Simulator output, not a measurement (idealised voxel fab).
Process module under the name voxel local oxidation
The cross-section on display is named cut; it measures 270 nm wide, and its cells are 5 nm squares.
Think of the cross-section as a grid of square cells. We describe it in bands, top to bottom, and each band covers one or more rows of those cells.
For a band, the entry starts with two heights in nm, that of the top and then that of the bottom, and carries on with the band's materials in order from left to right, each alongside its width in nm; the word "full width" beside a single material means it fills the band edge to edge, and "empty" means empty space.
Beneath 0, the wafer as received is one material, and that level is where height counting begins. The lowest band goes on downward without a bottom; it is written like "0 and below".
Note: "30->40" means the width goes from the first number (top row of the band) to the second number (bottom row) in equal steps per row of cells.
Given "changes: none" for a step, no cell of the cross-section differs between before and after that step.
Reported under the label "Listed closed voids" are the empty spaces having no open way to the top and comprising 8 cells or more; the notation for each is width x height at distance, in which the distance is measured from the left edge and all three values are in nm.
Note: text after step settings on the step line = simulator remark on that step.
The optional step-line setting "overlay nm" applies to steps with a mask and quantifies how far to the right of its planned location the mask lay, a negative value indicating leftward placement.

**This section lists the process steps that were planned**
- 1: RECEIVE [material Si]
- 2: OXIDIZE [depth nm 5]
- 3: CONFORMAL_DEP [material SiN] [thk nm 10]
- 4: MASKED_ETCH [tone cover] [mask id ACTIVE] [width nm 100] [etch materials SiN] [depth nm 10] [overlay nm 0]
- 5: SELECTIVE_ETCH [etch materials SiO2] [depth nm 5]
- 6: OXIDIZE [depth nm 15]
- 7: STRIP [etch materials SiN]

**The cross-section here shows the wafer as received, i.e. in its state after step 1**
    0 and below  Si full width
    Listed closed voids: none

**As-planned run: cross-section of the first of two wafers at end of module**
    0 down to -5  empty: 90  SiO2: 90  empty: 90
    -5 down to -20  SiO2: 105  Si: 60  SiO2: 105
    -20 and below  Si full width
    Listed closed voids: none

**The second wafer, shown in cross-section after the module: started the same way as the first and given the same plan, yet one mistake crept into how it was run**
    0 down to -5  empty: 100  SiO2: 70  empty: 100
    -5 down to -20  SiO2: 115  Si: 40  SiO2: 115
    -20 and below  Si full width
    Listed closed voids: none
Deviation from plan: step 5: run off-plan, actual operation and settings SELECTIVE_ETCH [etch materials SiO2] [depth nm 15]
Bottom line after processing is that, in cells, the second wafer is up or down on some materials versus the first: 12 fewer of Si | 8 more of SiO2
